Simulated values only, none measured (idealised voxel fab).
The following is a process module called voxel transistor to metal.
The width of the displayed cross-section, cut, is 155 nm; its cells are square, with a size of 5 nm.
Heads up, the way a cross-section reads in here is a grid of square cells, handed over as bands from the top down, with every band being one or more rows of cells. It is stipulated that each band's entry specify, in nanometres, the height of the top of the band and then that of its bottom, followed by the materials of the band in left-to-right sequence, each together with its width in nanometres. A single material marked by the word "all across" is understood to fill the band from edge to edge; the word "blank" is understood to denote empty space. Heights from 0 (as-received wafer is one material below). Bottom band endless downward, as "0 and below". With a width like "30->40", each row of cells in the band differs from the next by the same amount, the top row carrying the first number and the bottom row the second. Step note "everything unchanged" = no cross-section cell changed. Voids not open to the top, 8 cells minimum: see "Non-vented voids". Written width x height at distance; distance is from the left edge; nm. Whatever follows a step's settings on its line is a remark the simulator itself makes about that step. The "overlay nm" setting may appear on a step's line; for a step that uses a mask, it gives how far to the right of its planned position the mask lay, and a negative value indicates the left. Pairs from here to the end. Each: cross-section before one process step, cross-section after it, the latter only as far down as the lowest band that changed. Under each: the step between, and its settings. Mind that the pairs may be taken from different runs of this module on the same starting wafer; whether a pair continues from the pair above depends on its entry headed "Incoming structure", and it does only where that entry says so.

Incoming structure:
* 25 down to 20 | SiCN: 25 / blank: 105 / SiCN: 25
* 20 down to 15 | polySi: 25 / SiCN: 105 / polySi: 25
* 15 down to 0 | polySi all across
* 0 down to -5 | SiO2: 25 / polySi: 105 / SiO2: 25
* -5 down to -10 | SiO2 all across
* -10 down to -35 | SiO2: 35 / Si: 85 / SiO2: 35
* -35 and below | Si all across
* Non-vented voids: none

Sectional Result:
* 20 down to 15 | polySi: 25 / blank: 45 / SiCN: 15 / blank: 45 / polySi: 25
* Rest of section, below 15: as before.
* Non-vented voids: none
The cross-sections above show the structure before and after this step: MASKED_ETCH,tone cover,mask id GATE,width nm 15,etch materials SiCN,depth nm 20,overlay nm 0

Incoming structure: see preceding pair, after cross-section.

Sectional Result:
* 20 down to 15 | blank: 70 / SiCN: 15 / blank: 70
* 15 down to 0 | blank: 70 / polySi: 15 / blank: 70
* 0 down to -5 | SiO2: 25 / blank: 45 / polySi: 15 / blank: 45 / SiO2: 25
* Rest of section, below -5: as before.
* Non-vented voids: none
The cross-sections above show the structure before and after this step: MASKED_ETCH,tone cover,mask id GATE,width nm 15,etch materials polySi,depth nm 30,overlay nm 0

Incoming structure: see preceding pair, after cross-section.

Sectional Result:
* 25 down to 20 | blank: 65 / SiO2: 25 / blank: 65
* 20 down to 15 | blank: 65 / SiO2: 5 / SiCN: 15 / SiO2: 5 / blank: 65
* 15 down to 5 | blank: 65 / SiO2: 5 / polySi: 15 / SiO2: 5 / blank: 65
* 5 down to 0 | SiO2: 30 / blank: 35 / SiO2: 5 / polySi: 15 / SiO2: 5 / blank: 35 / SiO2: 30
* 0 down to -5 | SiO2: 70 / polySi: 15 / SiO2: 70
* Rest of section, below -5: as before.
* Non-vented voids: none
The cross-sections above show the structure before and after this step: CONFORMAL_DEP,material SiO2,thk nm 5

Incoming structure: see preceding pair, after cross-section.

Sectional Result:
* 20 down to 15 | blank: 65 / SiO2: 5 / SiCN: 15 / SiO2: 5 / blank: 65
* 15 down to 0 | blank: 65 / SiO2: 5 / polySi: 15 / SiO2: 5 / blank: 65
* 0 down to -5 | SiO2: 30 / blank: 35 / SiO2: 5 / polySi: 15 / SiO2: 5 / blank: 35 / SiO2: 30
* Rest of section, below -5: as before.
* Non-vented voids: none
The cross-sections above show the structure before and after this step: DIRECTIONAL_ETCH,etch materials SiO2,depth nm 5

Incoming structure: see preceding pair, after cross-section.

Sectional Result:
* 30 down to 20 | blank: 55 / SiN: 45 / blank: 55
* 20 down to 15 | blank: 55 / SiN: 10 / SiO2: 5 / SiCN: 15 / SiO2: 5 / SiN: 10 / blank: 55
* 15 down to 10 | blank: 55 / SiN: 10 / SiO2: 5 / polySi: 15 / SiO2: 5 / SiN: 10 / blank: 55
* 10 down to 5 | SiN: 40 / blank: 15 / SiN: 10 / SiO2: 5 / polySi: 15 / SiO2: 5 / SiN: 10 / blank: 15 / SiN: 40
* 5 down to 0 | SiN: 65 / SiO2: 5 / polySi: 15 / SiO2: 5 / SiN: 65
* 0 down to -5 | SiO2: 30 / SiN: 35 / SiO2: 5 / polySi: 15 / SiO2: 5 / SiN: 35 / SiO2: 30
* Rest of section, below -5: as before.
* Non-vented voids: none
The cross-sections above show the structure before and after this step: CONFORMAL_DEP,material SiN,thk nm 10

Incoming structure: see preceding pair, after cross-section.

Sectional Result:
* 20 down to 15 | blank: 55 / SiN: 10 / SiO2: 5 / SiCN: 15 / SiO2: 5 / SiN: 10 / blank: 55
* 15 down to 0 | blank: 55 / SiN: 10 / SiO2: 5 / polySi: 15 / SiO2: 5 / SiN: 10 / blank: 55
* 0 down to -5 | SiO2: 30 / SiN: 10 / blank: 15 / SiN: 10 / SiO2: 5 / polySi: 15 / SiO2: 5 / SiN: 10 / blank: 15 / SiN: 10 / SiO2: 30
* Rest of section, below -5: as before.
* Non-vented voids: none
The cross-sections above show the structure before and after this step: DIRECTIONAL_ETCH,etch materials SiN,depth nm 10

Incoming structure: see preceding pair, after cross-section.

Sectional Result:
* 20 down to 15 | blank: 55 / SiN: 10 / blank: 5 / SiCN: 15 / blank: 5 / SiN: 10 / blank: 55
* 15 down to 0 | blank: 55 / SiN: 10 / SiO2: 5 / polySi: 15 / SiO2: 5 / SiN: 10 / blank: 55
* 0 down to -5 | blank: 30 / SiN: 10 / blank: 15 / SiN: 10 / SiO2: 5 / polySi: 15 / SiO2: 5 / SiN: 10 / blank: 15 / SiN: 10 / blank: 30
* -5 down to -10 | SiO2: 40 / blank: 15 / SiO2: 45 / blank: 15 / SiO2: 40
* Rest of section, below -10: as before.
* Non-vented voids: none
The cross-sections above show the structure before and after this step: DIRECTIONAL_ETCH,etch materials SiO2,depth nm 5

Incoming structure: see preceding pair, after cross-section.

Sectional Result:
* 20 down to 15 | blank: 55 / SiN: 10 / blank: 5 / SiCN: 15 / blank: 5 / SiN: 10 / blank: 55
* 15 down to 0 | blank: 55 / SiN: 10 / SiO2: 5 / polySi: 15 / SiO2: 5 / SiN: 10 / blank: 55
* 0 down to -5 | blank: 30 / SiN: 10 / blank: 15 / SiN: 10 / SiO2: 5 / polySi: 15 / SiO2: 5 / SiN: 10 / blank: 15 / SiN: 10 / blank: 30
* -5 down to -10 | SiO2: 40 / blank: 15 / SiO2: 45 / blank: 15 / SiO2: 40
* -10 down to -25 | SiO2: 35 / Si: 5 / blank: 15 / Si: 45 / blank: 15 / Si: 5 / SiO2: 35
* Rest of section, below -25: as before.
* Non-vented voids: none
The cross-sections above show the structure before and after this step: DIRECTIONAL_ETCH,etch materials Si,depth nm 15

Incoming structure: see preceding pair, after cross-section.

Sectional Result:
* 20 down to 15 | blank: 55 / SiN: 10 / blank: 5 / SiCN: 15 / blank: 5 / SiN: 10 / blank: 55
* 15 down to 10 | blank: 55 / SiN: 10 / SiO2: 5 / polySi: 15 / SiO2: 5 / SiN: 10 / blank: 55
* 10 down to 0 | blank: 30 / pSi: 25 / SiN: 10 / SiO2: 5 / polySi: 15 / SiO2: 5 / SiN: 10 / pSi: 25 / blank: 30
* 0 down to -5 | blank: 30 / SiN: 10 / pSi: 15 / SiN: 10 / SiO2: 5 / polySi: 15 / SiO2: 5 / SiN: 10 / pSi: 15 / SiN: 10 / blank: 30
* -5 down to -10 | SiO2: 40 / pSi: 15 / SiO2: 45 / pSi: 15 / SiO2: 40
* -10 down to -25 | SiO2: 35 / Si: 5 / pSi: 15 / Si: 45 / pSi: 15 / Si: 5 / SiO2: 35
* Rest of section, below -25: as before.
* Non-vented voids: none
The cross-sections above show the structure before and after this step: EPI,material pSi,thk nm 20

Incoming structure: see preceding pair, after cross-section.

Sectional Result:
* 30 down to 20 | SiO2 all across
* 20 down to 15 | SiO2: 55 / SiN: 10 / SiO2: 5 / SiCN: 15 / SiO2: 5 / SiN: 10 / SiO2: 55
* 15 down to 10 | SiO2: 55 / SiN: 10 / SiO2: 5 / polySi: 15 / SiO2: 5 / SiN: 10 / SiO2: 55
* 10 down to 0 | SiO2: 30 / pSi: 25 / SiN: 10 / SiO2: 5 / polySi: 15 / SiO2: 5 / SiN: 10 / pSi: 25 / SiO2: 30
* 0 down to -5 | SiO2: 30 / SiN: 10 / pSi: 15 / SiN: 10 / SiO2: 5 / polySi: 15 / SiO2: 5 / SiN: 10 / pSi: 15 / SiN: 10 / SiO2: 30
* Rest of section, below -5: as before.
* Non-vented voids: none
The cross-sections above show the structure before and after this step: FILL_DEP,material SiO2,thk nm 10

Incoming structure: see preceding pair, after cross-section.

Sectional Result:
* 25 down to 20 | SiO2 all across
* Rest of section, below 20: as before.
* Non-vented voids: none
The cross-sections above show the structure before and after this step: CMP,height nm 25

Incoming structure: see preceding pair, after cross-section.

Sectional Result:
* 40 down to 20 | SiO2 all across
* Rest of section, below 20: as before.
* Non-vented voids: none
The cross-sections above show the structure before and after this step: DIRECTIONAL_DEP,material SiO2,thk nm 15

Incoming structure: see preceding pair, after cross-section.

Sectional Result:
* 55 down to 40 | resist: 35 / blank: 20 / resist: 45 / blank: 20 / resist: 35
* Rest of section, below 40: as before.
* Non-vented voids: none
The cross-sections above show the structure before and after this step: PATTERN,tone open,mask id CONTACT,material resist,width nm 20,pitch nm 65,thk nm 15,overlay nm 0

Incoming structure: see preceding pair, after cross-section.

Sectional Result:
* 55 down to 40 | resist: 35 / blank: 20 / resist: 45 / blank: 20 / resist: 35
* 40 down to 20 | SiO2: 35 / blank: 20 / SiO2: 45 / blank: 20 / SiO2: 35
* 20 down to 15 | SiO2: 35 / blank: 20 / SiN: 10 / SiO2: 5 / SiCN: 15 / SiO2: 5 / SiN: 10 / blank: 20 / SiO2: 35
* 15 down to 10 | SiO2: 35 / blank: 20 / SiN: 10 / SiO2: 5 / polySi: 15 / SiO2: 5 / SiN: 10 / blank: 20 / SiO2: 35
* Rest of section, below 10: as before.
* Non-vented voids: none
The cross-sections above show the structure before and after this step: DIRECTIONAL_ETCH,etch materials SiO2,depth nm 30

Incoming structure: see preceding pair, after cross-section.

Sectional Result:
* 40 down to 20 | SiO2: 35 / blank: 20 / SiO2: 45 / blank: 20 / SiO2: 35
* Rest of section, below 20: as before.
* Non-vented voids: none
The cross-sections above show the structure before and after this step: STRIP,etch materials resist

Incoming structure: see preceding pair, after cross-section.

Sectional Result:
* 45 down to 40 | TiN: 40 / blank: 10 / TiN: 55 / blank: 10 / TiN: 40
* 40 down to 20 | SiO2: 35 / TiN: 5 / blank: 10 / TiN: 5 / SiO2: 45 / TiN: 5 / blank: 10 / TiN: 5 / SiO2: 35
* 20 down to 15 | SiO2: 35 / TiN: 5 / blank: 10 / TiN: 5 / SiN: 10 / SiO2: 5 / SiCN: 15 / SiO2: 5 / SiN: 10 / TiN: 5 / blank: 10 / TiN: 5 / SiO2: 35
* 15 down to 10 | SiO2: 35 / TiN: 20 / SiN: 10 / SiO2: 5 / polySi: 15 / SiO2: 5 / SiN: 10 / TiN: 20 / SiO2: 35
* Rest of section, below 10: as before.
* Non-vented voids: none
The cross-sections above show the structure before and after this step: CONFORMAL_DEP,material TiN,thk nm 5

Incoming structure: see preceding pair, after cross-section.

Sectional Result:
* 50 down to 45 | W all across
* 45 down to 40 | TiN: 40 / W: 10 / TiN: 55 / W: 10 / TiN: 40
* 40 down to 20 | SiO2: 35 / TiN: 5 / W: 10 / TiN: 5 / SiO2: 45 / TiN: 5 / W: 10 / TiN: 5 / SiO2: 35
* 20 down to 15 | SiO2: 35 / TiN: 5 / W: 10 / TiN: 5 / SiN: 10 / SiO2: 5 / SiCN: 15 / SiO2: 5 / SiN: 10 / TiN: 5 / W: 10 / TiN: 5 / SiO2: 35
* Rest of section, below 15: as before.
* Non-vented voids: none
The cross-sections above show the structure before and after this step: FILL_DEP,material W,thk nm 5

Incoming structure: see preceding pair, after cross-section.

Sectional Result:
* 40 down to 20 | SiO2: 35 / TiN: 5 / W: 10 / TiN: 5 / SiO2: 45 / TiN: 5 / W: 10 / TiN: 5 / SiO2: 35
* Rest of section, below 20: as before.
* Non-vented voids: none
The cross-sections above show the structure before and after this step: CMP,height nm 40

Incoming structure: see preceding pair, after cross-section.

Sectional Result:
* 45 down to 40 | TiN all across
* Rest of section, below 40: as before.
* Non-vented voids: none
The cross-sections above show the structure before and after this step: DIRECTIONAL_DEP,material TiN,thk nm 5

Incoming structure: see preceding pair, after cross-section.

Sectional Result:
* 70 down to 45 | Ru all across
* Rest of section, below 45: as before.
* Non-vented voids: none
The cross-sections above show the structure before and after this step: DIRECTIONAL_DEP,material Ru,thk nm 25

Incoming structure: see preceding pair, after cross-section.

Sectional Result:
* 85 down to 70 | blank: 35 / resist: 20 / blank: 45 / resist: 20 / blank: 35
* Rest of section, below 70: as before.
* Non-vented voids: none
The cross-sections above show the structure before and after this step: PATTERN,tone cover,mask id METAL_1,material resist,width nm 20,pitch nm 65,thk nm 15,overlay nm 0

Incoming structure: see preceding pair, after cross-section.

Sectional Result:
* 85 down to 70 | blank: 35 / resist: 20 / blank: 45 / resist: 20 / blank: 35
* 70 down to 45 | blank: 35 / Ru: 20 / blank: 45 / Ru: 20 / blank: 35
* Rest of section, below 45: as before.
* Non-vented voids: none
The cross-sections above show the structure before and after this step: DIRECTIONAL_ETCH,etch materials Ru,depth nm 25

Incoming structure: see preceding pair, after cross-section.

Sectional Result:
* 85 down to 70 | blank: 35 / resist: 20 / blank: 45 / resist: 20 / blank: 35
* 70 down to 45 | blank: 35 / Ru: 20 / blank: 45 / Ru: 20 / blank: 35
* 45 down to 40 | blank: 35 / TiN: 20 / blank: 45 / TiN: 20 / blank: 35
* Rest of section, below 40: as before.
* Non-vented voids: none
The cross-sections above show the structure before and after this step: DIRECTIONAL_ETCH,etch materials TiN,depth nm 5

Incoming structure: see preceding pair, after cross-section.

Sectional Result:
* 70 down to 45 | blank: 35 / Ru: 20 / blank: 45 / Ru: 20 / blank: 35
* Rest of section, below 45: as before.
* Non-vented voids: none
The cross-sections above show the structure before and after this step: STRIP,etch materials resist

Incoming structure: see preceding pair, after cross-section.

Sectional Result:
* 80 down to 70 | lowk all across
* 70 down to 45 | lowk: 35 / Ru: 20 / lowk: 45 / Ru: 20 / lowk: 35
* 45 down to 40 | lowk: 35 / TiN: 20 / lowk: 45 / TiN: 20 / lowk: 35
* Rest of section, below 40: as before.
* Non-vented voids: none
The cross-sections above show the structure before and after this step: FILL_DEP,material lowk,thk nm 10

Incoming structure: see preceding pair, after cross-section.

Sectional Result:
* 70 down to 45 | lowk: 35 / Ru: 20 / lowk: 45 / Ru: 20 / lowk: 35
* Rest of section, below 45: as before.
* Non-vented voids: none
The cross-sections above show the structure before and after this step: CMP,height nm 70

Incoming structure: see preceding pair, after cross-section.

Sectional Result:
* 75 down to 70 | SiCN all across
* Rest of section, below 70: as before.
* Non-vented voids: none
The cross-sections above show the structure before and after this step: CONFORMAL_DEP,material SiCN,thk nm 5

Incoming structure: see preceding pair, after cross-section.

Sectional Result:
* 110 down to 75 | SiO2 all across
* Rest of section, below 75: as before.
* Non-vented voids: none
The cross-sections above show the structure before and after this step: DIRECTIONAL_DEP,material SiO2,thk nm 35

Incoming structure: see preceding pair, after cross-section.

Sectional Result:
* 110 down to 75 | SiO2: 35 / blank: 15 / SiO2: 50 / blank: 15 / SiO2: 40
* Rest of section, below 75: as before.
* Non-vented voids: none
The cross-sections above show the structure before and after this step: MASKED_ETCH,tone open,mask id METAL_2_HOLES,width nm 15,pitch nm 65,etch materials SiO2,depth nm 35,overlay nm 0

Incoming structure: see preceding pair, after cross-section.

Sectional Result:
* 130 down to 110 | resist: 35 / blank: 20 / resist: 45 / blank: 20 / resist: 35
* Rest of section, below 110: as before.
* Non-vented voids: none
The cross-sections above show the structure before and after this step: PATTERN,tone open,mask id METAL_2,material resist,width nm 20,pitch nm 65,thk nm 20,overlay nm 0

Incoming structure: see preceding pair, after cross-section.

Sectional Result:
* 130 down to 110 | resist: 35 / blank: 20 / resist: 45 / blank: 20 / resist: 35
* 110 down to 90 | SiO2: 35 / blank: 20 / SiO2: 45 / blank: 20 / SiO2: 35
* Rest of section, below 90: as before.
* Non-vented voids: none
The cross-sections above show the structure before and after this step: DIRECTIONAL_ETCH,etch materials SiO2,depth nm 20

Incoming structure: see preceding pair, after cross-section.

Sectional Result:
* 130 down to 110 | resist: 35 / blank: 20 / resist: 45 / blank: 20 / resist: 35
* 110 down to 90 | SiO2: 35 / blank: 20 / SiO2: 45 / blank: 20 / SiO2: 35
* 90 down to 75 | SiO2: 35 / blank: 15 / SiO2: 50 / blank: 15 / SiO2: 40
* 75 down to 70 | SiCN: 35 / blank: 15 / SiCN: 50 / blank: 15 / SiCN: 40
* Rest of section, below 70: as before.
* Non-vented voids: none
The cross-sections above show the structure before and after this step: DIRECTIONAL_ETCH,etch materials SiCN,depth nm 5

Incoming structure: see preceding pair, after cross-section.

Sectional Result:
* 110 down to 90 | SiO2: 35 / blank: 20 / SiO2: 45 / blank: 20 / SiO2: 35
* Rest of section, below 90: as before.
* Non-vented voids: none
The cross-sections above show the structure before and after this step: STRIP,etch materials resist

Incoming structure: see preceding pair, after cross-section.

Sectional Result:
* 115 down to 110 | TiN: 40 / blank: 10 / TiN: 55 / blank: 10 / TiN: 40
* 110 down to 95 | SiO2: 35 / TiN: 5 / blank: 10 / TiN: 5 / SiO2: 45 / TiN: 5 / blank: 10 / TiN: 5 / SiO2: 35
* 95 down to 90 | SiO2: 35 / TiN: 5 / blank: 5 / TiN: 10 / SiO2: 45 / TiN: 5 / blank: 5 / TiN: 10 / SiO2: 35
* 90 down to 75 | SiO2: 35 / TiN: 5 / blank: 5 / TiN: 5 / SiO2: 50 / TiN: 5 / blank: 5 / TiN: 5 / SiO2: 40
* 75 down to 70 | SiCN: 35 / TiN: 15 / SiCN: 50 / TiN: 15 / SiCN: 40
* Rest of section, below 70: as before.
* Non-vented voids: none
The cross-sections above show the structure before and after this step: CONFORMAL_DEP,material TiN,thk nm 5

Incoming structure: see preceding pair, after cross-section.

Sectional Result:
* 120 down to 115 | Ru all across
* 115 down to 110 | TiN: 40 / Ru: 10 / TiN: 55 / Ru: 10 / TiN: 40
* 110 down to 95 | SiO2: 35 / TiN: 5 / Ru: 10 / TiN: 5 / SiO2: 45 / TiN: 5 / Ru: 10 / TiN: 5 / SiO2: 35
* 95 down to 90 | SiO2: 35 / TiN: 5 / Ru: 5 / TiN: 10 / SiO2: 45 / TiN: 5 / Ru: 5 / TiN: 10 / SiO2: 35
* 90 down to 75 | SiO2: 35 / TiN: 5 / Ru: 5 / TiN: 5 / SiO2: 50 / TiN: 5 / Ru: 5 / TiN: 5 / SiO2: 40
* Rest of section, below 75: as before.
* Non-vented voids: none
The cross-sections above show the structure before and after this step: FILL_DEP,material Ru,thk nm 5

Incoming structure: see preceding pair, after cross-section.

Sectional Result:
* 110 down to 95 | SiO2: 35 / TiN: 5 / Ru: 10 / TiN: 5 / SiO2: 45 / TiN: 5 / Ru: 10 / TiN: 5 / SiO2: 35
* Rest of section, below 95: as before.
* Non-vented voids: none
The cross-sections above show the structure before and after this step: CMP,height nm 110

Incoming structure: see preceding pair, after cross-section.

Sectional Result:
* 115 down to 110 | SiCN all across
* Rest of section, below 110: as before.
* Non-vented voids: none
The cross-sections above show the structure before and after this step: CONFORMAL_DEP,material SiCN,thk nm 5

Incoming structure:
* 70 down to 45 | Ru all across
* 45 down to 40 | TiN all across
* 40 down to 25 | SiO2: 35 / TiN: 5 / W: 10 / TiN: 5 / SiO2: 45 / TiN: 5 / W: 10 / TiN: 5 / SiO2: 35
* 25 down to 15 | SiO2: 35 / TiN: 5 / W: 10 / TiN: 5 / SiN: 10 / SiO2: 5 / SiCN: 15 / SiO2: 5 / SiN: 10 / TiN: 5 / W: 10 / TiN: 5 / SiO2: 35
* 15 down to 10 | SiO2: 35 / TiN: 20 / SiN: 10 / SiO2: 5 / polySi: 15 / SiO2: 5 / SiN: 10 / TiN: 20 / SiO2: 35
* 10 down to 0 | SiO2: 30 / pSi: 25 / SiN: 10 / SiO2: 5 / polySi: 15 / SiO2: 5 / SiN: 10 / pSi: 25 / SiO2: 30
* 0 down to -5 | SiO2: 30 / SiN: 10 / pSi: 15 / SiN: 10 / SiO2: 5 / polySi: 15 / SiO2: 5 / SiN: 10 / pSi: 15 / SiN: 10 / SiO2: 30
* -5 down to -10 | SiO2: 40 / pSi: 15 / SiO2: 45 / pSi: 15 / SiO2: 40
* -10 down to -25 | SiO2: 35 / Si: 5 / pSi: 15 / Si: 45 / pSi: 15 / Si: 5 / SiO2: 35
* -25 down to -35 | SiO2: 35 / Si: 85 / SiO2: 35
* -35 and below | Si all across
* Non-vented voids: none

Sectional Result:
* 85 down to 70 | blank: 30 / resist: 30 / blank: 35 / resist: 30 / blank: 30
* Rest of section, below 70: as before.
* Non-vented voids: none
The cross-sections above show the structure before and after this step: PATTERN,tone cover,mask id METAL_1,material resist,width nm 30,pitch nm 65,thk nm 15,overlay nm 0

Incoming structure: see preceding pair, after cross-section.

Sectional Result:
* 85 down to 70 | blank: 30 / resist: 30 / blank: 35 / resist: 30 / blank: 30
* 70 down to 45 | blank: 30 / Ru: 30 / blank: 35 / Ru: 30 / blank: 30
* Rest of section, below 45: as before.
* Non-vented voids: none
The cross-sections above show the structure before and after this step: DIRECTIONAL_ETCH,etch materials Ru,depth nm 25

Incoming structure: see preceding pair, after cross-section.

Sectional Result:
* 85 down to 70 | blank: 30 / resist: 30 / blank: 35 / resist: 30 / blank: 30
* 70 down to 45 | blank: 30 / Ru: 30 / blank: 35 / Ru: 30 / blank: 30
* 45 down to 40 | blank: 30 / TiN: 30 / blank: 35 / TiN: 30 / blank: 30
* Rest of section, below 40: as before.
* Non-vented voids: none
The cross-sections above show the structure before and after this step: DIRECTIONAL_ETCH,etch materials TiN,depth nm 5

Incoming structure: see preceding pair, after cross-section.

Sectional Result:
* 70 down to 45 | blank: 30 / Ru: 30 / blank: 35 / Ru: 30 / blank: 30
* Rest of section, below 45: as before.
* Non-vented voids: none
The cross-sections above show the structure before and after this step: STRIP,etch materials resist

Incoming structure: see preceding pair, after cross-section.

Sectional Result:
* 80 down to 70 | lowk all across
* 70 down to 45 | lowk: 30 / Ru: 30 / lowk: 35 / Ru: 30 / lowk: 30
* 45 down to 40 | lowk: 30 / TiN: 30 / lowk: 35 / TiN: 30 / lowk: 30
* Rest of section, below 40: as before.
* Non-vented voids: none
The cross-sections above show the structure before and after this step: FILL_DEP,material lowk,thk nm 10

Incoming structure: see preceding pair, after cross-section.

Sectional Result:
* 70 down to 45 | lowk: 30 / Ru: 30 / lowk: 35 / Ru: 30 / lowk: 30
* Rest of section, below 45: as before.
* Non-vented voids: none
The cross-sections above show the structure before and after this step: CMP,height nm 70

Incoming structure: see preceding pair, after cross-section.

Sectional Result:
* 75 down to 70 | SiCN all across
* Rest of section, below 70: as before.
* Non-vented voids: none
The cross-sections above show the structure before and after this step: CONFORMAL_DEP,material SiCN,thk nm 5

Incoming structure: see preceding pair, after cross-section.

Sectional Result:
* 110 down to 75 | SiO2 all across
* Rest of section, below 75: as before.
* Non-vented voids: none
The cross-sections above show the structure before and after this step: DIRECTIONAL_DEP,material SiO2,thk nm 35

Incoming structure: see preceding pair, after cross-section.

Sectional Result:
* 110 down to 75 | SiO2: 35 / blank: 15 / SiO2: 50 / blank: 15 / SiO2: 40
* Rest of section, below 75: as before.
* Non-vented voids: none
The cross-sections above show the structure before and after this step: MASKED_ETCH,tone open,mask id METAL_2_HOLES,width nm 15,pitch nm 65,etch materials SiO2,depth nm 35,overlay nm 0

Incoming structure: see preceding pair, after cross-section.

Sectional Result:
* 130 down to 110 | resist: 35 / blank: 20 / resist: 45 / blank: 20 / resist: 35
* Rest of section, below 110: as before.
* Non-vented voids: none
The cross-sections above show the structure before and after this step: PATTERN,tone open,mask id METAL_2,material resist,width nm 20,pitch nm 65,thk nm 20,overlay nm 0

Incoming structure: see preceding pair, after cross-section.

Sectional Result:
* 130 down to 110 | resist: 35 / blank: 20 / resist: 45 / blank: 20 / resist: 35
* 110 down to 90 | SiO2: 35 / blank: 20 / SiO2: 45 / blank: 20 / SiO2: 35
* Rest of section, below 90: as before.
* Non-vented voids: none
The cross-sections above show the structure before and after this step: DIRECTIONAL_ETCH,etch materials SiO2,depth nm 20

Incoming structure: see preceding pair, after cross-section.

Sectional Result:
* 130 down to 110 | resist: 35 / blank: 20 / resist: 45 / blank: 20 / resist: 35
* 110 down to 90 | SiO2: 35 / blank: 20 / SiO2: 45 / blank: 20 / SiO2: 35
* 90 down to 75 | SiO2: 35 / blank: 15 / SiO2: 50 / blank: 15 / SiO2: 40
* 75 down to 70 | SiCN: 35 / blank: 15 / SiCN: 50 / blank: 15 / SiCN: 40
* Rest of section, below 70: as before.
* Non-vented voids: none
The cross-sections above show the structure before and after this step: DIRECTIONAL_ETCH,etch materials SiCN,depth nm 5

Incoming structure: see preceding pair, after cross-section.

Sectional Result:
* 110 down to 90 | SiO2: 35 / blank: 20 / SiO2: 45 / blank: 20 / SiO2: 35
* Rest of section, below 90: as before.
* Non-vented voids: none
The cross-sections above show the structure before and after this step: STRIP,etch materials resist

Incoming structure: see preceding pair, after cross-section.

Sectional Result:
* 115 down to 110 | TiN: 40 / blank: 10 / TiN: 55 / blank: 10 / TiN: 40
* 110 down to 95 | SiO2: 35 / TiN: 5 / blank: 10 / TiN: 5 / SiO2: 45 / TiN: 5 / blank: 10 / TiN: 5 / SiO2: 35
* 95 down to 90 | SiO2: 35 / TiN: 5 / blank: 5 / TiN: 10 / SiO2: 45 / TiN: 5 / blank: 5 / TiN: 10 / SiO2: 35
* 90 down to 75 | SiO2: 35 / TiN: 5 / blank: 5 / TiN: 5 / SiO2: 50 / TiN: 5 / blank: 5 / TiN: 5 / SiO2: 40
* 75 down to 70 | SiCN: 35 / TiN: 15 / SiCN: 50 / TiN: 15 / SiCN: 40
* Rest of section, below 70: as before.
* Non-vented voids: none
The cross-sections above show the structure before and after this step: CONFORMAL_DEP,material TiN,thk nm 5

Incoming structure: see preceding pair, after cross-section.

Sectional Result:
* 120 down to 115 | Ru all across
* 115 down to 110 | TiN: 40 / Ru: 10 / TiN: 55 / Ru: 10 / TiN: 40
* 110 down to 95 | SiO2: 35 / TiN: 5 / Ru: 10 / TiN: 5 / SiO2: 45 / TiN: 5 / Ru: 10 / TiN: 5 / SiO2: 35
* 95 down to 90 | SiO2: 35 / TiN: 5 / Ru: 5 / TiN: 10 / SiO2: 45 / TiN: 5 / Ru: 5 / TiN: 10 / SiO2: 35
* 90 down to 75 | SiO2: 35 / TiN: 5 / Ru: 5 / TiN: 5 / SiO2: 50 / TiN: 5 / Ru: 5 / TiN: 5 / SiO2: 40
* Rest of section, below 75: as before.
* Non-vented voids: none
The cross-sections above show the structure before and after this step: FILL_DEP,material Ru,thk nm 5

Incoming structure: see preceding pair, after cross-section.

Sectional Result:
* 110 down to 95 | SiO2: 35 / TiN: 5 / Ru: 10 / TiN: 5 / SiO2: 45 / TiN: 5 / Ru: 10 / TiN: 5 / SiO2: 35
* Rest of section, below 95: as before.
* Non-vented voids: none
The cross-sections above show the structure before and after this step: CMP,height nm 110

Incoming structure: see preceding pair, after cross-section.

Sectional Result:
* 115 down to 110 | SiCN all across
* Rest of section, below 110: as before.
* Non-vented voids: none
The cross-sections above show the structure before and after this step: CONFORMAL_DEP,material SiCN,thk nm 5

Incoming structure:
* 15 down to 0 | SiN all across
* 0 down to -5 | SiO2 all across
* -5 and below | Si all across
* Non-vented voids: none

Sectional Result:
* 15 down to 0 | blank: 25 / SiN: 95 / blank: 35
* Rest of section, below 0: as before.
* Non-vented voids: none
The cross-sections above show the structure before and after this step: MASKED_ETCH,tone cover,mask id ACTIVE,width nm 95,etch materials SiN,depth nm 15,overlay nm -5

Incoming structure: see preceding pair, after cross-section.

Sectional Result:
* 15 down to 0 | blank: 25 / SiN: 95 / blank: 35
* 0 down to -5 | blank: 25 / SiO2: 100 / blank: 30
* Rest of section, below -5: as before.
* Non-vented voids: none
The cross-sections above show the structure before and after this step: MASKED_ETCH,tone cover,mask id ACTIVE,width nm 95,etch materials SiO2,depth nm 5,overlay nm 0

Incoming structure: see preceding pair, after cross-section.

Sectional Result:
* 15 down to 0 | blank: 25 / SiN: 95 / blank: 35
* 0 down to -5 | blank: 25 / SiO2: 100 / blank: 30
* -5 down to -30 | blank: 25 / Si: 100 / blank: 30
* Rest of section, below -30: as before.
* Non-vented voids: none
The cross-sections above show the structure before and after this step: MASKED_ETCH,tone cover,mask id ACTIVE,width nm 95,etch materials Si,depth nm 25,overlay nm 0

Incoming structure: see preceding pair, after cross-section.

Sectional Result:
* 15 down to 0 | blank: 25 / SiN: 95 / blank: 35
* 0 down to -5 | blank: 25 / SiO2: 100 / blank: 30
* -5 down to -30 | blank: 25 / SiO2: 5 / Si: 90 / SiO2: 5 / blank: 30
* -30 down to -35 | SiO2: 30 / Si: 90 / SiO2: 35
* Rest of section, below -35: as before.
* Non-vented voids: none
The cross-sections above show the structure before and after this step: OXIDIZE,depth nm 5

Incoming structure: see preceding pair, after cross-section.

Sectional Result:
* 20 down to 15 | SiO2 all across
* 15 down to 0 | SiO2: 25 / SiN: 95 / SiO2: 35
* 0 down to -5 | SiO2 all across
* -5 down to -35 | SiO2: 30 / Si: 90 / SiO2: 35
* Rest of section, below -35: as before.
* Non-vented voids: none
The cross-sections above show the structure before and after this step: FILL_DEP,material SiO2,thk nm 5

Incoming structure: see preceding pair, after cross-section.

Sectional Result:
* 15 down to 0 | SiO2: 25 / SiN: 95 / SiO2: 35
* Rest of section, below 0: as before.
* Non-vented voids: none
The cross-sections above show the structure before and after this step: CMP,height nm 15

Incoming structure: see preceding pair, after cross-section.

Sectional Result:
* 15 down to 5 | blank: 25 / SiN: 95 / blank: 35
* Rest of section, below 5: as before.
* Non-vented voids: none
The cross-sections above show the structure before and after this step: SELECTIVE_ETCH,etch materials SiO2,depth nm 10
